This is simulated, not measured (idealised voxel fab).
The process module that follows is named voxel self aligned contacts.
Section cut is 230 nm wide and gridded with 5 nm square cells.
Cross-section format: a grid of square cells, given as bands from top to bottom; each band is one or more rows of cells. The entry gives the band's vertical extent as a top height and a bottom height in nm, then its horizontal make-up as materials from left to right, each with a width in nm. "empty" stands for empty space; a single material marked "edge to edge" fills the band edge to edge. Below 0: as-received wafer, all one material; heights counted from there. Lowest band: no bottom, goes on down, written "0 down". It should be noted that a width expressed as "30->40" varies in equal increments from row to row of cells within the band, taking the value of the first number at the top row and that of the second number at the bottom row. Basically "nothing got changed" means that step didn't change any cell in the cross-section. "Completely enclosed voids" contains a list of empty spaces, each no smaller than 8 cells and without an open way to the top, written in the form width x height at distance with the distance from the left edge and all three in nm. Post-settings text on a step line: simulator's own remark regarding the step. overlay nm, on a step with a mask: how far to the right of its planned place the mask lay; to the left if negative.

THE FOLLOWING LIST GIVES THE PLANNED PROCESS STEPS
| 1 | RECEIVE (material Si) |
| 2 | CONFORMAL_DEP (material SiO2; thk nm 5) |
| 3 | DIRECTIONAL_DEP (material polySi; thk nm 30) |
| 4 | DIRECTIONAL_DEP (material SiN; thk nm 15) |
| 5 | DIRECTIONAL_DEP (material aC; thk nm 15) |
| 6 | PATTERN (tone cover; mask id GATE; material resist; width nm 25; pitch nm 55; thk nm 35; overlay nm 0) |
| 7 | DIRECTIONAL_ETCH (etch materials aC; depth nm 15) |
| 8 | STRIP (etch materials resist) |
| 9 | DIRECTIONAL_ETCH (etch materials SiN; depth nm 15) |
| 10 | DIRECTIONAL_ETCH (etch materials polySi; depth nm 30) |
| 11 | STRIP (etch materials aC) |
| 12 | CONFORMAL_DEP (material SiN; thk nm 5) |
| 13 | DIRECTIONAL_ETCH (etch materials SiN; depth nm 5) |
| 14 | FILL_DEP (material SiO2; thk nm 20) |
| 15 | CMP (height nm 60) |
| 16 | DIRECTIONAL_DEP (material aC; thk nm 10) |
| 17 | PATTERN (tone open; mask id CONTACT; material resist; width nm 40; thk nm 30; overlay nm 0) |
| 18 | DIRECTIONAL_ETCH (etch materials aC; depth nm 10) |
| 19 | STRIP (etch materials resist) |
| 20 | DIRECTIONAL_ETCH (etch materials SiO2; depth nm 60) |
| 21 | STRIP (etch materials aC) |
| 22 | CONFORMAL_DEP (material TiN; thk nm 5) |
| 23 | FILL_DEP (material W; thk nm 10) |
| 24 | CMP (height nm 60) |
| 25 | CONFORMAL_DEP (material SiN; thk nm 5) |

OF TWO WAFERS, THE FIRST: RUN ACCORDING TO PLAN

WAFER AS RECEIVED: CROSS-SECTION FOLLOWING STEP 1
	0 down  Si edge to edge
	Completely enclosed voids: none

STEP 2 DONE - WAFER CROSS-SECTION
	5 to 0  SiO2 edge to edge
	Below 0 it's all the same as before, nothing changed down there.

STEP 3 DONE - WAFER CROSS-SECTION
	35 to 5  polySi edge to edge
	Below 5 it's all the same as before, nothing changed down there.

STEP 4 DONE - WAFER CROSS-SECTION
	50 to 35  SiN edge to edge
	Below 35 it's all the same as before, nothing changed down there.

STEP 5 DONE - WAFER CROSS-SECTION
	65 to 50  aC edge to edge
	Below 50 it's all the same as before, nothing changed down there.

STEP 6 DONE - WAFER CROSS-SECTION
	100 to 65  75 empty | 25 resist | 30 empty | 25 resist | 75 empty
	Below 65 it's all the same as before, nothing changed down there.

STEP 7 DONE - WAFER CROSS-SECTION
	85 to 65  75 empty | 25 resist | 30 empty | 25 resist | 75 empty
	65 to 50  75 empty | 25 aC | 30 empty | 25 aC | 75 empty
	Below 50 it's all the same as before, nothing changed down there.

STEP 8 DONE - WAFER CROSS-SECTION
	65 to 50  75 empty | 25 aC | 30 empty | 25 aC | 75 empty
	Below 50 it's all the same as before, nothing changed down there.

STEP 9 DONE - WAFER CROSS-SECTION
	65 to 50  75 empty | 25 aC | 30 empty | 25 aC | 75 empty
	50 to 35  75 empty | 25 SiN | 30 empty | 25 SiN | 75 empty
	Below 35 it's all the same as before, nothing changed down there.

STEP 10 DONE - WAFER CROSS-SECTION
	65 to 50  75 empty | 25 aC | 30 empty | 25 aC | 75 empty
	50 to 35  75 empty | 25 SiN | 30 empty | 25 SiN | 75 empty
	35 to 5  75 empty | 25 polySi | 30 empty | 25 polySi | 75 empty
	Below 5 it's all the same as before, nothing changed down there.

STEP 11 DONE - WAFER CROSS-SECTION
	50 to 35  75 empty | 25 SiN | 30 empty | 25 SiN | 75 empty
	Below 35 it's all the same as before, nothing changed down there.

STEP 12 DONE - WAFER CROSS-SECTION
	55 to 35  70 empty | 35 SiN | 20 empty | 35 SiN | 70 empty
	35 to 10  70 empty | 5 SiN | 25 polySi | 5 SiN | 20 empty | 5 SiN | 25 polySi | 5 SiN | 70 empty
	10 to 5  75 SiN | 25 polySi | 30 SiN | 25 polySi | 75 SiN
	Below 5 it's all the same as before, nothing changed down there.

STEP 13 DONE - WAFER CROSS-SECTION
	50 to 35  70 empty | 35 SiN | 20 empty | 35 SiN | 70 empty
	35 to 5  70 empty | 5 SiN | 25 polySi | 5 SiN | 20 empty | 5 SiN | 25 polySi | 5 SiN | 70 empty
	Below 5 it's all the same as before, nothing changed down there.

STEP 14 DONE - WAFER CROSS-SECTION
	70 to 50  SiO2 edge to edge
	50 to 35  70 SiO2 | 35 SiN | 20 SiO2 | 35 SiN | 70 SiO2
	35 to 5  70 SiO2 | 5 SiN | 25 polySi | 5 SiN | 20 SiO2 | 5 SiN | 25 polySi | 5 SiN | 70 SiO2
	Below 5 it's all the same as before, nothing changed down there.

STEP 15 DONE - WAFER CROSS-SECTION
	60 to 50  SiO2 edge to edge
	Below 50 it's all the same as before, nothing changed down there.

STEP 16 DONE - WAFER CROSS-SECTION
	70 to 60  aC edge to edge
	Below 60 it's all the same as before, nothing changed down there.

STEP 17 DONE - WAFER CROSS-SECTION
	100 to 70  95 resist | 40 empty | 95 resist
	Below 70 it's all the same as before, nothing changed down there.

STEP 18 DONE - WAFER CROSS-SECTION
	90 to 70  95 resist | 40 empty | 95 resist
	70 to 60  95 aC | 40 empty | 95 aC
	Below 60 it's all the same as before, nothing changed down there.

STEP 19 DONE - WAFER CROSS-SECTION
	70 to 60  95 aC | 40 empty | 95 aC
	Below 60 it's all the same as before, nothing changed down there.

STEP 20 DONE - WAFER CROSS-SECTION
	70 to 60  95 aC | 40 empty | 95 aC
	60 to 50  95 SiO2 | 40 empty | 95 SiO2
	50 to 35  70 SiO2 | 35 SiN | 20 empty | 35 SiN | 70 SiO2
	35 to 5  70 SiO2 | 5 SiN | 25 polySi | 5 SiN | 20 empty | 5 SiN | 25 polySi | 5 SiN | 70 SiO2
	5 to 0  105 SiO2 | 20 empty | 105 SiO2
	Below 0 it's all the same as before, nothing changed down there.

STEP 21 DONE - WAFER CROSS-SECTION
	60 to 50  95 SiO2 | 40 empty | 95 SiO2
	Below 50 it's all the same as before, nothing changed down there.

STEP 22 DONE - WAFER CROSS-SECTION
	65 to 60  100 TiN | 30 empty | 100 TiN
	60 to 50  95 SiO2 | 5->15 TiN | 30->10 empty | 5->15 TiN | 95 SiO2
	50 to 35  70 SiO2 | 35 SiN | 5 TiN | 10 empty | 5 TiN | 35 SiN | 70 SiO2
	35 to 5  70 SiO2 | 5 SiN | 25 polySi | 5 SiN | 5 TiN | 10 empty | 5 TiN | 5 SiN | 25 polySi | 5 SiN | 70 SiO2
	5 to 0  105 SiO2 | 20 TiN | 105 SiO2
	Below 0 it's all the same as before, nothing changed down there.

STEP 23 DONE - WAFER CROSS-SECTION
	75 to 65  W edge to edge
	65 to 60  100 TiN | 30 W | 100 TiN
	60 to 50  95 SiO2 | 5->15 TiN | 30->10 W | 5->15 TiN | 95 SiO2
	50 to 35  70 SiO2 | 35 SiN | 5 TiN | 10 W | 5 TiN | 35 SiN | 70 SiO2
	35 to 5  70 SiO2 | 5 SiN | 25 polySi | 5 SiN | 5 TiN | 10 W | 5 TiN | 5 SiN | 25 polySi | 5 SiN | 70 SiO2
	Below 5 it's all the same as before, nothing changed down there.

STEP 24 DONE - WAFER CROSS-SECTION
	60 to 50  95 SiO2 | 5->15 TiN | 30->10 W | 5->15 TiN | 95 SiO2
	Below 50 it's all the same as before, nothing changed down there.

STEP 25 DONE - WAFER CROSS-SECTION
	65 to 60  SiN edge to edge
	Below 60 it's all the same as before, nothing changed down there.

FOR THE SECOND WAFER, TAKE THE FIRST WAFER'S START AND PLAN, THEN ADD ONE MISTAKE MADE IN RUNNING IT; EVERYTHING THROUGH STEP 16, THAT STEP INCLUDED, IS SHARED WITH THE FIRST

CROSS-SECTIONAL REPRESENTATION OF THE SECOND WAFER AT THE TIME DESIGNATED IN THE PLAN FOR THE COMPLETION OF STEP 17
	100 to 70  95 empty | 40 resist | 95 empty
	Below 70 it's all the same as before, nothing changed down there.

CROSS-SECTIONAL REPRESENTATION OF THE SECOND WAFER AT THE TIME DESIGNATED IN THE PLAN FOR THE COMPLETION OF STEP 18
	90 to 70  95 empty | 40 resist | 95 empty
	70 to 60  95 empty | 40 aC | 95 empty
	Below 60 it's all the same as before, nothing changed down there.

CROSS-SECTIONAL REPRESENTATION OF THE SECOND WAFER AT THE TIME DESIGNATED IN THE PLAN FOR THE COMPLETION OF STEP 19
	70 to 60  95 empty | 40 aC | 95 empty
	Below 60 it's all the same as before, nothing changed down there.

CROSS-SECTIONAL REPRESENTATION OF THE SECOND WAFER AT THE TIME DESIGNATED IN THE PLAN FOR THE COMPLETION OF STEP 20
	70 to 60  95 empty | 40 aC | 95 empty
	60 to 50  95 empty | 40 SiO2 | 95 empty
	50 to 35  70 empty | 35 SiN | 20 SiO2 | 35 SiN | 70 empty
	35 to 5  70 empty | 5 SiN | 25 polySi | 5 SiN | 20 SiO2 | 5 SiN | 25 polySi | 5 SiN | 70 empty
	5 to 0  70 empty | 90 SiO2 | 70 empty
	Below 0 it's all the same as before, nothing changed down there.

CROSS-SECTIONAL REPRESENTATION OF THE SECOND WAFER AT THE TIME DESIGNATED IN THE PLAN FOR THE COMPLETION OF STEP 21
	60 to 50  95 empty | 40 SiO2 | 95 empty
	Below 50 it's all the same as before, nothing changed down there.

CROSS-SECTIONAL REPRESENTATION OF THE SECOND WAFER AT THE TIME DESIGNATED IN THE PLAN FOR THE COMPLETION OF STEP 22
	65 to 60  90 empty | 50 TiN | 90 empty
	60 to 50  90->65 empty | 5->30 TiN | 40 SiO2 | 5->30 TiN | 90->65 empty
	50 to 35  65 empty | 5 TiN | 35 SiN | 20 SiO2 | 35 SiN | 5 TiN | 65 empty
	35 to 5  65 empty | 5 TiN | 5 SiN | 25 polySi | 5 SiN | 20 SiO2 | 5 SiN | 25 polySi | 5 SiN | 5 TiN | 65 empty
	5 to 0  70 TiN | 90 SiO2 | 70 TiN
	Below 0 it's all the same as before, nothing changed down there.

CROSS-SECTIONAL REPRESENTATION OF THE SECOND WAFER AT THE TIME DESIGNATED IN THE PLAN FOR THE COMPLETION OF STEP 23
	75 to 65  W edge to edge
	65 to 60  90 W | 50 TiN | 90 W
	60 to 50  90->65 W | 5->30 TiN | 40 SiO2 | 5->30 TiN | 90->65 W
	50 to 35  65 W | 5 TiN | 35 SiN | 20 SiO2 | 35 SiN | 5 TiN | 65 W
	35 to 5  65 W | 5 TiN | 5 SiN | 25 polySi | 5 SiN | 20 SiO2 | 5 SiN | 25 polySi | 5 SiN | 5 TiN | 65 W
	Below 5 it's all the same as before, nothing changed down there.

CROSS-SECTIONAL REPRESENTATION OF THE SECOND WAFER AT THE TIME DESIGNATED IN THE PLAN FOR THE COMPLETION OF STEP 24
	60 to 50  90->65 W | 5->30 TiN | 40 SiO2 | 5->30 TiN | 90->65 W
	Below 50 it's all the same as before, nothing changed down there.

CROSS-SECTIONAL REPRESENTATION OF THE SECOND WAFER AT THE TIME DESIGNATED IN THE PLAN FOR THE COMPLETION OF STEP 25
	65 to 60  SiN edge to edge
	Below 60 it's all the same as before, nothing changed down there.
Misprocessing identified: contrary to plan, step 17 was performed as PATTERN (tone cover; mask id CONTACT; material resist; width nm 40; thk nm 30; overlay nm 0)
Wrapping up, a cell-based count of both wafers puts the second over or under the first for these materials: 300 fewer of SiO2 | 30 more of TiN | 270 more of W
